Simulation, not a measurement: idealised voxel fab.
The document below concerns the process module designated voxel capacitor over wiring.
In the cross-section labelled cut, the width is 245 nm and each square cell is 5 nm.
In what follows, cross-sections appear as grids of square cells, described through bands that run from the top down, where every band is one or more rows of cells.
Top, bottom (nm), then materials left to right with widths (nm); lone material tagged "full width" fills the whole band edge to edge; "blank" = empty space.
Zero point of the height axis is 0; under it, received wafer = one material. Lowest band: continues down indefinitely, "from 0 down".
A width given as "30->40" starts at the first number in the band's top row and ends at the second number in its bottom row, shifting by an equal amount at every step from row to row.
Where a step carries "no modifications", the cross-section came out of it unchanged, cell for cell.
In "Sealed voids" the enclosed voids are listed, meaning empty spaces of 8 cells or larger without any opening to the top. The form is width x height at distance, distance from the left edge, units nm.
Anything after a step's settings on that line? It's the simulator's own note about the step.
overlay nm: step with mask; distance mask lay right of planned place; negative value = left of planned place.

Planned step list for the process:
1. RECEIVE [material Si]
2. CONFORMAL_DEP [material SiO2] [thk nm 15]
3. CONFORMAL_DEP [material SiN] [thk nm 5]
4. DIRECTIONAL_DEP [material lowk] [thk nm 25]
5. PATTERN [tone open] [mask id METAL_1] [material resist] [width nm 20] [pitch nm 75] [thk nm 20] [overlay nm 0]
6. DIRECTIONAL_ETCH [etch materials lowk] [depth nm 25]
7. DIRECTIONAL_ETCH [etch materials SiN] [depth nm 5]
8. STRIP [etch materials resist]
9. CONFORMAL_DEP [material TiN] [thk nm 5]
10. FILL_DEP [material Cu] [thk nm 5]
11. CMP [height nm 45]
12. CONFORMAL_DEP [material SiCN] [thk nm 5]
13. DIRECTIONAL_DEP [material lowk] [thk nm 10]
14. PATTERN [tone open] [mask id PLUG_1] [material resist] [width nm 15] [thk nm 20] [overlay nm 0]
15. DIRECTIONAL_ETCH [etch materials lowk] [depth nm 10]
16. DIRECTIONAL_ETCH [etch materials SiCN] [depth nm 5]
17. STRIP [etch materials resist]
18. CONFORMAL_DEP [material TiN] [thk nm 5]
19. FILL_DEP [material Cu] [thk nm 5]
20. CMP [height nm 60]
21. DIRECTIONAL_DEP [material TiN] [thk nm 10]
22. DIRECTIONAL_DEP [material HfO2] [thk nm 5]
23. DIRECTIONAL_DEP [material TiN] [thk nm 10]
24. MASKED_ETCH [tone cover] [mask id UPPER_PLATE] [width nm 60] [etch materials TiN] [depth nm 10] [overlay nm 0]
25. MASKED_ETCH [tone cover] [mask id UPPER_PLATE] [width nm 60] [etch materials HfO2] [depth nm 5] [overlay nm 0]
26. MASKED_ETCH [tone cover] [mask id LOWER_PLATE] [width nm 70] [etch materials TiN] [depth nm 10] [overlay nm 0]
27. FILL_DEP [material SiO2] [thk nm 15]
28. CMP [height nm 95]
29. MASKED_ETCH [tone open] [mask id PLUG_2] [width nm 15] [etch materials SiO2] [depth nm 10] [overlay nm 0]
30. CONFORMAL_DEP [material TiN] [thk nm 5]
31. FILL_DEP [material Cu] [thk nm 10]
32. CMP [height nm 95]
33. CONFORMAL_DEP [material SiCN] [thk nm 5]

Cross-section, incoming material, after step 1:
> from 0 down: Si full width
> Sealed voids: none

Cross-section taken at module completion on the first of two wafers; processed per the plan:
> from 100 to 95: SiCN full width
> from 95 to 90: 90 of SiO2; 5 of TiN; 5 of Cu; 5 of TiN; 140 of SiO2
> from 90 to 85: 90 of SiO2; 15 of TiN; 140 of SiO2
> from 85 to 75: 80 of SiO2; 60 of TiN; 105 of SiO2
> from 75 to 70: 80 of SiO2; 60 of HfO2; 105 of SiO2
> from 70 to 60: 75 of SiO2; 70 of TiN; 100 of SiO2
> from 60 to 50: 80 of lowk; 5 of TiN; 5 of Cu; 5 of TiN; 150 of lowk
> from 50 to 45: 80 of SiCN; 15 of TiN; 150 of SiCN
> from 45 to 20: 75 of lowk; 5 of TiN; 10 of Cu; 5 of TiN; 55 of lowk; 5 of TiN; 10 of Cu; 5 of TiN; 75 of lowk
> from 20 to 15: 75 of SiN; 20 of TiN; 55 of SiN; 20 of TiN; 75 of SiN
> from 15 to 0: SiO2 full width
> from 0 down: Si full width
> Sealed voids: none

Cross-section at end of module for the second wafer of two, which matched the first in starting point and plan and differed by one mistake in its processing:
> from 95 to 90: SiCN full width
> from 90 to 85: 90 of SiO2; 15 of TiN; 140 of SiO2
> from 85 to 75: 80 of SiO2; 60 of TiN; 105 of SiO2
> from 75 to 70: 80 of SiO2; 60 of HfO2; 105 of SiO2
> from 70 to 60: 75 of SiO2; 70 of TiN; 100 of SiO2
> from 60 to 50: 80 of lowk; 5 of TiN; 5 of Cu; 5 of TiN; 150 of lowk
> from 50 to 45: 80 of SiCN; 15 of TiN; 150 of SiCN
> from 45 to 20: 75 of lowk; 5 of TiN; 10 of Cu; 5 of TiN; 55 of lowk; 5 of TiN; 10 of Cu; 5 of TiN; 75 of lowk
> from 20 to 15: 75 of SiN; 20 of TiN; 55 of SiN; 20 of TiN; 75 of SiN
> from 15 to 0: SiO2 full width
> from 0 down: Si full width
> Sealed voids: none
Short version of what went wrong: in deviation from the planned setting, step 32 was conducted as CMP [height nm 90]
End check, counted in cells, second wafer has more or fewer of these materials than the first: -1 Cu; -46 SiO2; -2 TiN
